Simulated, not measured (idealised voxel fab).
Presented below is a process module, voxel self aligned contacts.
Square cell edge 5 nm, section width 185 nm, ID cut.
The cross-sections in this document take the form of a grid made of square cells. They are written out as bands, in order from top to bottom. Each band consists of one or more rows of cells. A band entry consists of two parts. The first gives the height of the band's top and the height of its bottom, in nm. The rest lists the band's materials from left to right, each with its width in nm. A single material labelled with the word "all across" fills the band from edge to edge, and the word "blank" marks empty space. The level at which height equals 0 is the one under which the wafer, as it arrives, is entirely one material. No lower edge exists for the bottom band, which continues downward and is notated as in "0 and below". Graded width ("30..40"): value in top row of band = first number; value in bottom row = second number; row-to-row change constant. "nothing was modified" -> step changed no cross-section cell. "Closed void catalog" - sealed voids, min. 8 cells, no opening to top; format: width x height at distance (distance from left edge; nm throughout). after a step's settings: what the simulator itself notes on the step. "overlay nm", when on a step's line for a step with a mask, measures how far to the right of its planned place the mask lay; a negative measure means to the left.
The steps planned for the process are as follows:
- 1: op RECEIVE | material Si
- 2: op CONFORMAL_DEP | material SiO2 | thk nm 5
- 3: op DIRECTIONAL_DEP | material polySi | thk nm 30
- 4: op DIRECTIONAL_DEP | material SiN | thk nm 20
- 5: op MASKED_ETCH | tone cover | mask id GATE | width nm 25 | pitch nm 60 | etch materials SiN | depth nm 20 | overlay nm 0
- 6: op MASKED_ETCH | tone cover | mask id GATE | width nm 25 | pitch nm 60 | etch materials polySi | depth nm 30 | overlay nm 0
- 7: op CONFORMAL_DEP | material SiN | thk nm 10
- 8: op DIRECTIONAL_ETCH | etch materials SiN | depth nm 10
- 9: op FILL_DEP | material SiO2 | thk nm 10
- 10: op CMP | height nm 60
- 11: op DIRECTIONAL_DEP | material aC | thk nm 10
- 12: op PATTERN | tone open | mask id CONTACT | material resist | width nm 45 | thk nm 25 | overlay nm 0
- 13: op DIRECTIONAL_ETCH | etch materials aC | depth nm 10
- 14: op STRIP | etch materials resist
- 15: op DIRECTIONAL_ETCH | etch materials SiO2 | depth nm 60
- 16: op STRIP | etch materials aC
- 17: op CONFORMAL_DEP | material TiN | thk nm 5
- 18: op FILL_DEP | material Ru | thk nm 10
- 19: op CMP | height nm 60
- 20: op CONFORMAL_DEP | material SiCN | thk nm 5
The first of the two wafers, which ran as planned:
Cross-section of the wafer upon arrival, representing the state reached after step 1:
- 0 and below | Si all across
- Closed void catalog: none
Cross-section of the wafer after step 2:
- 5 down to 0 | SiO2 all across
- Unchanged below 0.
Cross-section of the wafer after step 3:
- 35 down to 5 | polySi all across
- Unchanged below 5.
Cross-section of the wafer after step 4:
- 55 down to 35 | SiN all across
- Unchanged below 35.
Cross-section of the wafer after step 5:
- 55 down to 35 | blank: 50 | SiN: 25 | blank: 35 | SiN: 25 | blank: 50
- Unchanged below 35.
Cross-section of the wafer after step 6:
- 55 down to 35 | blank: 50 | SiN: 25 | blank: 35 | SiN: 25 | blank: 50
- 35 down to 5 | blank: 50 | polySi: 25 | blank: 35 | polySi: 25 | blank: 50
- Unchanged below 5.
Cross-section of the wafer after step 7:
- 65 down to 35 | blank: 40 | SiN: 45 | blank: 15 | SiN: 45 | blank: 40
- 35 down to 15 | blank: 40 | SiN: 10 | polySi: 25 | SiN: 10 | blank: 15 | SiN: 10 | polySi: 25 | SiN: 10 | blank: 40
- 15 down to 5 | SiN: 50 | polySi: 25 | SiN: 35 | polySi: 25 | SiN: 50
- Unchanged below 5.
Cross-section of the wafer after step 8:
- 55 down to 35 | blank: 40 | SiN: 45 | blank: 15 | SiN: 45 | blank: 40
- 35 down to 5 | blank: 40 | SiN: 10 | polySi: 25 | SiN: 10 | blank: 15 | SiN: 10 | polySi: 25 | SiN: 10 | blank: 40
- Unchanged below 5.
Cross-section of the wafer after step 9:
- 65 down to 55 | SiO2 all across
- 55 down to 35 | SiO2: 40 | SiN: 45 | SiO2: 15 | SiN: 45 | SiO2: 40
- 35 down to 5 | SiO2: 40 | SiN: 10 | polySi: 25 | SiN: 10 | SiO2: 15 | SiN: 10 | polySi: 25 | SiN: 10 | SiO2: 40
- Unchanged below 5.
Cross-section of the wafer after step 10:
- 60 down to 55 | SiO2 all across
- Unchanged below 55.
Cross-section of the wafer after step 11:
- 70 down to 60 | aC all across
- Unchanged below 60.
Cross-section of the wafer after step 12:
- 95 down to 70 | resist: 70 | blank: 45 | resist: 70
- Unchanged below 70.
Cross-section of the wafer after step 13:
- 85 down to 70 | resist: 70 | blank: 45 | resist: 70
- 70 down to 60 | aC: 70 | blank: 45 | aC: 70
- Unchanged below 60.
Cross-section of the wafer after step 14:
- 70 down to 60 | aC: 70 | blank: 45 | aC: 70
- Unchanged below 60.
Cross-section of the wafer after step 15:
- 70 down to 60 | aC: 70 | blank: 45 | aC: 70
- 60 down to 55 | SiO2: 70 | blank: 45 | SiO2: 70
- 55 down to 35 | SiO2: 40 | SiN: 45 | blank: 15 | SiN: 45 | SiO2: 40
- 35 down to 5 | SiO2: 40 | SiN: 10 | polySi: 25 | SiN: 10 | blank: 15 | SiN: 10 | polySi: 25 | SiN: 10 | SiO2: 40
- 5 down to 0 | SiO2: 85 | blank: 15 | SiO2: 85
- Unchanged below 0.
Cross-section of the wafer after step 16:
- 60 down to 55 | SiO2: 70 | blank: 45 | SiO2: 70
- Unchanged below 55.
Cross-section of the wafer after step 17:
- 65 down to 60 | TiN: 75 | blank: 35 | TiN: 75
- 60 down to 55 | SiO2: 70 | TiN: 20 | blank: 5 | TiN: 20 | SiO2: 70
- 55 down to 35 | SiO2: 40 | SiN: 45 | TiN: 5 | blank: 5 | TiN: 5 | SiN: 45 | SiO2: 40
- 35 down to 5 | SiO2: 40 | SiN: 10 | polySi: 25 | SiN: 10 | TiN: 5 | blank: 5 | TiN: 5 | SiN: 10 | polySi: 25 | SiN: 10 | SiO2: 40
- 5 down to 0 | SiO2: 85 | TiN: 15 | SiO2: 85
- Unchanged below 0.
Cross-section of the wafer after step 18:
- 75 down to 65 | Ru all across
- 65 down to 60 | TiN: 75 | Ru: 35 | TiN: 75
- 60 down to 55 | SiO2: 70 | TiN: 20 | Ru: 5 | TiN: 20 | SiO2: 70
- 55 down to 35 | SiO2: 40 | SiN: 45 | TiN: 5 | Ru: 5 | TiN: 5 | SiN: 45 | SiO2: 40
- 35 down to 5 | SiO2: 40 | SiN: 10 | polySi: 25 | SiN: 10 | TiN: 5 | Ru: 5 | TiN: 5 | SiN: 10 | polySi: 25 | SiN: 10 | SiO2: 40
- Unchanged below 5.
Cross-section of the wafer after step 19:
- 60 down to 55 | SiO2: 70 | TiN: 20 | Ru: 5 | TiN: 20 | SiO2: 70
- Unchanged below 55.
Cross-section of the wafer after step 20:
- 65 down to 60 | SiCN all across
- Unchanged below 60.
The Second Wafer: Common Origin and Plan, One Mistake in Execution, Identical to the First Through Step 14:
Second wafer shown in cross-section at the time step 15 was slated to end:
- 70 down to 60 | aC: 70 | blank: 45 | aC: 70
- 60 down to 55 | SiO2: 70 | blank: 45 | SiO2: 70
- 55 down to 35 | SiO2: 40 | SiN: 45 | blank: 15 | SiN: 45 | SiO2: 40
- 35 down to 10 | SiO2: 40 | SiN: 10 | polySi: 25 | SiN: 10 | blank: 15 | SiN: 10 | polySi: 25 | SiN: 10 | SiO2: 40
- Unchanged below 10.
Second wafer shown in cross-section at the time step 16 was slated to end:
- 60 down to 55 | SiO2: 70 | blank: 45 | SiO2: 70
- Unchanged below 55.
Second wafer shown in cross-section at the time step 17 was slated to end:
- 65 down to 60 | TiN: 75 | blank: 35 | TiN: 75
- 60 down to 55 | SiO2: 70 | TiN: 20 | blank: 5 | TiN: 20 | SiO2: 70
- 55 down to 35 | SiO2: 40 | SiN: 45 | TiN: 5 | blank: 5 | TiN: 5 | SiN: 45 | SiO2: 40
- 35 down to 15 | SiO2: 40 | SiN: 10 | polySi: 25 | SiN: 10 | TiN: 5 | blank: 5 | TiN: 5 | SiN: 10 | polySi: 25 | SiN: 10 | SiO2: 40
- 15 down to 10 | SiO2: 40 | SiN: 10 | polySi: 25 | SiN: 10 | TiN: 15 | SiN: 10 | polySi: 25 | SiN: 10 | SiO2: 40
- Unchanged below 10.
Second wafer shown in cross-section at the time step 18 was slated to end:
- 75 down to 65 | Ru all across
- 65 down to 60 | TiN: 75 | Ru: 35 | TiN: 75
- 60 down to 55 | SiO2: 70 | TiN: 20 | Ru: 5 | TiN: 20 | SiO2: 70
- 55 down to 35 | SiO2: 40 | SiN: 45 | TiN: 5 | Ru: 5 | TiN: 5 | SiN: 45 | SiO2: 40
- 35 down to 15 | SiO2: 40 | SiN: 10 | polySi: 25 | SiN: 10 | TiN: 5 | Ru: 5 | TiN: 5 | SiN: 10 | polySi: 25 | SiN: 10 | SiO2: 40
- Unchanged below 15.
Second wafer shown in cross-section at the time step 19 was slated to end:
- 60 down to 55 | SiO2: 70 | TiN: 20 | Ru: 5 | TiN: 20 | SiO2: 70
- Unchanged below 55.
Second wafer shown in cross-section at the time step 20 was slated to end:
- 65 down to 60 | SiCN all across
- Unchanged below 60.
In executing the process, a mistake was made relative to the plan: step 15 went in with a setting other than planned; the actual run was op DIRECTIONAL_ETCH | etch materials SiO2 | depth nm 50
at the end the second wafer has, in cells: Ru -2, SiO2 +6, TiN -4
